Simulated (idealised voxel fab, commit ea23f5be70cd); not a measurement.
Proc. module: voxel transistor to metal
We display cut, a cross-section 300 nm in width whose square cells are each 5 nm.
In what follows, cross-sections appear as grids of square cells, described through bands that run from the top down, where every band is one or more rows of cells.
Look at the band entry: it leads with the top's height and the bottom's height in nm. Then it lists the materials left to right, with a width in nm for each. The word "full width" on a single material says that material fills the band edge to edge. The word "air" is empty space.
It should be noted that heights are counted from 0, beneath which the wafer as supplied is of one material throughout, and that the lowest band possesses no lower boundary but continues downward, as written in "0 and below".
With a width like "30 to 40", each row of cells in the band differs from the next by the same amount, the top row carrying the first number and the bottom row the second.
Step marked "nothing altered"? Then no cell in the cross-section changed in it.
So "Closed internal voids" is basically the list of trapped voids: any empty space of 8 cells or more that can't reach the top through an opening. They're written width x height at distance, the distance being from the left edge, and it's all nm.
On a step's line, text after the settings is the simulator commenting on that step.
"overlay nm" on a masked step: distance the mask lay right of its planned place, negative for left.
Process steps - plan:
| 1 | op RECEIVE | material Si |
| 2 | op OXIDIZE | depth nm 5 |
| 3 | op CONFORMAL_DEP | material SiN | thk nm 15 |
| 4 | op PATTERN | tone cover | mask id ACTIVE | material resist | width nm 90 | pitch nm 110 | thk nm 20 | overlay nm 0 |
| 5 | op DIRECTIONAL_ETCH | etch materials SiN | depth nm 15 |
| 6 | op DIRECTIONAL_ETCH | etch materials SiO2 | depth nm 5 |
| 7 | op DIRECTIONAL_ETCH | etch materials Si | depth nm 30 |
| 8 | op STRIP | etch materials resist |
| 9 | op OXIDIZE | depth nm 5 |
| 10 | op FILL_DEP | material SiO2 | thk nm 10 |
| 11 | op CMP | height nm 15 |
| 12 | op SELECTIVE_ETCH | etch materials SiO2 | depth nm 5 |
| 13 | op STRIP | etch materials SiN |
| 14 | op SELECTIVE_ETCH | etch materials SiO2 | depth nm 5 |
| 15 | op OXIDIZE | depth nm 5 |
| 16 | op DIRECTIONAL_DEP | material polySi | thk nm 30 |
| 17 | op DIRECTIONAL_DEP | material SiCN | thk nm 10 |
| 18 | op MASKED_ETCH | tone cover | mask id GATE | width nm 20 | pitch nm 110 | etch materials SiCN | depth nm 20 | overlay nm 0 |
| 19 | op MASKED_ETCH | tone cover | mask id GATE | width nm 20 | pitch nm 110 | etch materials polySi | depth nm 40 | overlay nm 0 |
| 20 | op CONFORMAL_DEP | material SiO2 | thk nm 5 |
| 21 | op DIRECTIONAL_ETCH | etch materials SiO2 | depth nm 5 |
| 22 | op CONFORMAL_DEP | material SiN | thk nm 5 |
| 23 | op DIRECTIONAL_ETCH | etch materials SiN | depth nm 5 |
| 24 | op DIRECTIONAL_ETCH | etch materials SiO2 | depth nm 5 |
| 25 | op DIRECTIONAL_ETCH | etch materials Si | depth nm 15 |
| 26 | op EPI | material SiGe | thk nm 15 |
| 27 | op FILL_DEP | material SiO2 | thk nm 5 |
| 28 | op CMP | height nm 35 |
| 29 | op DIRECTIONAL_DEP | material SiO2 | thk nm 10 |
| 30 | op DIRECTIONAL_DEP | material aC | thk nm 15 |
| 31 | op PATTERN | tone open | mask id CONTACT | material resist | width nm 15 | thk nm 35 | overlay nm -15 |
| 32 | op DIRECTIONAL_ETCH | etch materials aC | depth nm 15 |
| 33 | op STRIP | etch materials resist |
| 34 | op DIRECTIONAL_ETCH | etch materials SiO2 | depth nm 55 |
| 35 | op STRIP | etch materials aC |
| 36 | op CONFORMAL_DEP | material TiN | thk nm 5 |
| 37 | op FILL_DEP | material W | thk nm 5 |
| 38 | op CMP | height nm 45 |
| 39 | op DIRECTIONAL_DEP | material TiN | thk nm 5 |
| 40 | op DIRECTIONAL_DEP | material Ru | thk nm 20 |
| 41 | op PATTERN | tone cover | mask id METAL_1 | material resist | width nm 15 | thk nm 15 | overlay nm 0 |
| 42 | op DIRECTIONAL_ETCH | etch materials Ru | depth nm 20 |
| 43 | op DIRECTIONAL_ETCH | etch materials TiN | depth nm 5 |
| 44 | op STRIP | etch materials resist |
| 45 | op CONFORMAL_DEP | material SiN | thk nm 5 |
| 46 | op FILL_DEP | material SiO2 | thk nm 10 |
| 47 | op CMP | height nm 70 |
| 48 | op CONFORMAL_DEP | material SiCN | thk nm 5 |
Among the wafers covered here, the point of difference is the overlay nm at step 31; their starting state is shared, and the plan presents the value of the first wafer.
First wafer of several, as received: cross-section after step 1:
> 0 and below = Si full width
> Closed internal voids: none
Below: a row per wafer. Contents at end of module: for every material, cells gained since receipt (+) or lost since receipt (-); then closed voids:
overlay nm -15; +48 Ru; -336 Si; +76 SiCN; +84 SiGe; +120 SiN; +746 SiO2; +98 TiN; +16 W; +48 polySi; Closed internal voids: none
overlay nm -10; +48 Ru; -336 Si; +76 SiCN; +84 SiGe; +120 SiN; +752 SiO2; +92 TiN; +16 W; +48 polySi; Closed internal voids: none
overlay nm -5; +48 Ru; -336 Si; +76 SiCN; +84 SiGe; +120 SiN; +746 SiO2; +86 TiN; +28 W; +48 polySi; Closed internal voids: none
overlay nm 0; +48 Ru; -336 Si; +76 SiCN; +84 SiGe; +120 SiN; +740 SiO2; +92 TiN; +28 W; +48 polySi; Closed internal voids: none
overlay nm 5; +48 Ru; -336 Si; +76 SiCN; +84 SiGe; +120 SiN; +746 SiO2; +86 TiN; +28 W; +48 polySi; Closed internal voids: none
overlay nm 10; +48 Ru; -336 Si; +76 SiCN; +84 SiGe; +120 SiN; +752 SiO2; +92 TiN; +16 W; +48 polySi; Closed internal voids: none
overlay nm 15; +48 Ru; -336 Si; +76 SiCN; +84 SiGe; +120 SiN; +746 SiO2; +98 TiN; +16 W; +48 polySi; Closed internal voids: none
